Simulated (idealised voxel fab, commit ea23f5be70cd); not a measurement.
The following process module bears the name voxel capacitor over wiring.
For reference, the cross-section in this document is cut, with width 235 nm and square cells of 5 nm.
If you're reading a cross-section in this doc, picture square cells in a grid; it comes to you as bands, top ones listed first down to the bottom, and a band can be one or more rows of cells. Band: top and bottom heights (nm) first, top before bottom; then materials from left to right, widths in nm. "edge to edge" marks a sole material filling the band edge to edge. "blank" denotes empty space. Heads up on the height convention: 0 is the point under which the incoming wafer is all one material, and the lowest band has no bottom, it just keeps going down, like "0 down". Note: "30->40" means the width goes from the first number (top row of the band) to the second number (bottom row) in equal steps per row of cells. Any step labelled "left unchanged" changed none of the cells in the cross-section. Under "Enclosed void catalog" you'll find the enclosed gaps, the ones with no way out to the top, that are 8 cells or bigger; each reads width x height at distance, with distance counted from the left edge, everything in nm. Past the settings on a step's line: simulator remark, on that step. overlay nm: for a step with a mask, the amount by which the mask lay right of where it was planned; a negative amount means left of it.
## The planned process steps are enumerated hereunder
1) RECEIVE: material Si
2) CONFORMAL_DEP: material SiO2, thk nm 15
3) CONFORMAL_DEP: material SiCN, thk nm 5
4) DIRECTIONAL_DEP: material SiO2, thk nm 15
5) DIRECTIONAL_DEP: material aC, thk nm 10
6) PATTERN: tone open, mask id METAL_1, material resist, width nm 30, pitch nm 95, thk nm 25, overlay nm 0
7) DIRECTIONAL_ETCH: etch materials aC, depth nm 10
8) STRIP: etch materials resist
9) DIRECTIONAL_ETCH: etch materials SiO2, depth nm 15
10) DIRECTIONAL_ETCH: etch materials SiCN, depth nm 5
11) STRIP: etch materials aC
12) CONFORMAL_DEP: material TiN, thk nm 5
13) FILL_DEP: material Cu, thk nm 5
14) CMP: height nm 35
15) CONFORMAL_DEP: material SiCN, thk nm 5
16) DIRECTIONAL_DEP: material SiO2, thk nm 15
17) MASKED_ETCH: tone open, mask id PLUG_1, width nm 15, etch materials SiO2, depth nm 15, overlay nm 0
18) MASKED_ETCH: tone open, mask id PLUG_1, width nm 15, etch materials SiCN, depth nm 5, overlay nm 0
19) CONFORMAL_DEP: material TiN, thk nm 5
20) FILL_DEP: material Cu, thk nm 10
21) CMP: height nm 55
22) DIRECTIONAL_DEP: material TiN, thk nm 10
23) DIRECTIONAL_DEP: material SiN, thk nm 5
24) DIRECTIONAL_DEP: material TiN, thk nm 5
25) PATTERN: tone cover, mask id UPPER_PLATE, material resist, width nm 70, thk nm 20, overlay nm 0
26) DIRECTIONAL_ETCH: etch materials TiN, depth nm 5
27) DIRECTIONAL_ETCH: etch materials SiN, depth nm 5
28) STRIP: etch materials resist
29) PATTERN: tone cover, mask id LOWER_PLATE, material resist, width nm 80, thk nm 20, overlay nm 0
30) DIRECTIONAL_ETCH: etch materials TiN, depth nm 10
31) STRIP: etch materials resist
32) FILL_DEP: material SiO2, thk nm 20
33) CMP: height nm 90
34) DIRECTIONAL_DEP: material aC, thk nm 10
35) PATTERN: tone open, mask id PLUG_2, material resist, width nm 15, thk nm 30, overlay nm 0
36) DIRECTIONAL_ETCH: etch materials aC, depth nm 10
37) STRIP: etch materials resist
38) DIRECTIONAL_ETCH: etch materials SiO2, depth nm 15
39) STRIP: etch materials aC
40) CONFORMAL_DEP: material TiN, thk nm 5
41) FILL_DEP: material Ru, thk nm 10
42) CMP: height nm 90
43) CONFORMAL_DEP: material SiCN, thk nm 5
## Cross-section, incoming material, after step 1
  0 down = Si edge to edge
  Enclosed void catalog: none
## End-of-module XS, first of two wafers, run as planned
  95 to 90 = SiCN edge to edge
  90 to 80 = 80 SiO2  5 TiN  5 Ru  5 TiN  140 SiO2
  80 to 70 = 80->70 SiO2  15->70 TiN  140->95 SiO2
  70 to 65 = 70 SiO2  70 SiN  95 SiO2
  65 to 55 = 65 SiO2  80 TiN  90 SiO2
  55 to 40 = 70 SiO2  5 TiN  5 Cu  5 TiN  150 SiO2
  40 to 35 = 70 SiCN  15 TiN  150 SiCN
  35 to 20 = 55 SiO2  5 TiN  20 Cu  5 TiN  65 SiO2  5 TiN  20 Cu  5 TiN  55 SiO2
  20 to 15 = 55 SiCN  30 TiN  65 SiCN  30 TiN  55 SiCN
  15 to 0 = SiO2 edge to edge
  0 down = Si edge to edge
  Enclosed void catalog: none
## This cross-section belongs to the second wafer of two at the end of the module; the start and the plan were shared with the first, and the run included one mistake
  95 to 90 = SiCN edge to edge
  90 to 80 = 80 SiO2  5 TiN  5 Ru  5 TiN  140 SiO2
  80 to 70 = 80->65 SiO2  15->70 TiN  140->100 SiO2
  70 to 65 = 65 SiO2  70 SiN  100 SiO2
  65 to 55 = 65 SiO2  80 TiN  90 SiO2
  55 to 40 = 70 SiO2  5 TiN  5 Cu  5 TiN  150 SiO2
  40 to 35 = 70 SiCN  15 TiN  150 SiCN
  35 to 20 = 55 SiO2  5 TiN  20 Cu  5 TiN  65 SiO2  5 TiN  20 Cu  5 TiN  55 SiO2
  20 to 15 = 55 SiCN  30 TiN  65 SiCN  30 TiN  55 SiCN
  15 to 0 = SiO2 edge to edge
  0 down = Si edge to edge
  Enclosed void catalog: none
The plan and the run diverged here: step 25 ran with different settings than intended, the actual operation and settings being PATTERN: tone cover, mask id UPPER_PLATE, material resist, width nm 70, thk nm 20, overlay nm -5
When the process is done, the second wafer contains the same cell count of every material as the first wafer, but distributed over other locations.
